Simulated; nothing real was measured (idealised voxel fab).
Herein follows the process module entitled voxel self aligned contacts.
FYI the section here is cut, 250 nm wide, cells are 5 nm squares.
Cross-section spec: square-cell grid; bands listed top down; each band is one or more rows. Each band's line starts with the height of the band's top and of its bottom, in nm. Then come its materials from left to right, each with its width in nm. One material with "edge to edge" fills the band from edge to edge. "empty" is empty space. Heights are reckoned from 0. Under this level, the received wafer is all of one material. The bottommost band is open-ended downward, for example "top 0, no bottom". Quick explanation for "30->40": the width changes in equal steps down the rows of cells, from the first number in the band's top row to the second number in its bottom row. When a step is marked "all unchanged", none of the cells in the cross-section changed during that step. In the "Tabulated closed voids" entry, you get each enclosed empty space of 8 cells or more, one with no open way to the top, written width x height at distance, distance from the left edge, in nm. Past the settings on a step's line: simulator remark, on that step. The optional step-line setting "overlay nm" applies to steps with a mask and quantifies how far to the right of its planned location the mask lay, a negative value indicating leftward placement.
-- Steps planned for the process
1) RECEIVE: material Si
2) OXIDIZE: depth nm 5
3) DIRECTIONAL_DEP: material polySi, thk nm 25
4) DIRECTIONAL_DEP: material SiN, thk nm 20
5) DIRECTIONAL_DEP: material aC, thk nm 15
6) PATTERN: tone cover, mask id GATE, material resist, width nm 30, pitch nm 75, thk nm 30, overlay nm -15
7) DIRECTIONAL_ETCH: etch materials aC, depth nm 15
8) STRIP: etch materials resist
9) DIRECTIONAL_ETCH: etch materials SiN, depth nm 20
10) DIRECTIONAL_ETCH: etch materials polySi, depth nm 25
11) STRIP: etch materials aC
12) CONFORMAL_DEP: material SiN, thk nm 10
13) DIRECTIONAL_ETCH: etch materials SiN, depth nm 10
14) FILL_DEP: material SiO2, thk nm 15
15) CMP: height nm 55
16) DIRECTIONAL_DEP: material aC, thk nm 15
17) PATTERN: tone open, mask id CONTACT, material resist, width nm 55, thk nm 30, overlay nm 0
18) DIRECTIONAL_ETCH: etch materials aC, depth nm 15
19) STRIP: etch materials resist
20) DIRECTIONAL_ETCH: etch materials SiO2, depth nm 60
21) STRIP: etch materials aC
22) CONFORMAL_DEP: material TiN, thk nm 5
23) FILL_DEP: material W, thk nm 5
24) CMP: height nm 55
25) CONFORMAL_DEP: material SiCN, thk nm 5
Among the wafers covered here, the point of difference is the overlay nm at step 6; their starting state is shared, and the plan presents the value of the first wafer.
-- The first of several wafers, as received after step 1, seen in section
	top 0, no bottom  Si edge to edge
	Tabulated closed voids: none
-- Below is a per-wafer table. In it, each row describes the wafer at the end of the module by giving, for each material, the number of cells gained (+) or lost (-) since the wafer was received, and after that the closed voids of the wafer
overlay nm -15; -50 Si; +50 SiCN; +120 SiN; +348 SiO2; +33 TiN; +39 W; +60 polySi; Tabulated closed voids: none
overlay nm -10; -50 Si; +50 SiCN; +120 SiN; +348 SiO2; +33 TiN; +39 W; +60 polySi; Tabulated closed voids: none
overlay nm -5; -50 Si; +50 SiCN; +120 SiN; +348 SiO2; +33 TiN; +39 W; +60 polySi; Tabulated closed voids: none
overlay nm 0; -50 Si; +50 SiCN; +120 SiN; +348 SiO2; +33 TiN; +39 W; +60 polySi; Tabulated closed voids: none
overlay nm 5; -50 Si; +50 SiCN; +120 SiN; +348 SiO2; +33 TiN; +39 W; +60 polySi; Tabulated closed voids: none
overlay nm 10; -50 Si; +50 SiCN; +120 SiN; +348 SiO2; +33 TiN; +39 W; +60 polySi; Tabulated closed voids: none
overlay nm 15; -50 Si; +50 SiCN; +120 SiN; +348 SiO2; +33 TiN; +39 W; +60 polySi; Tabulated closed voids: none
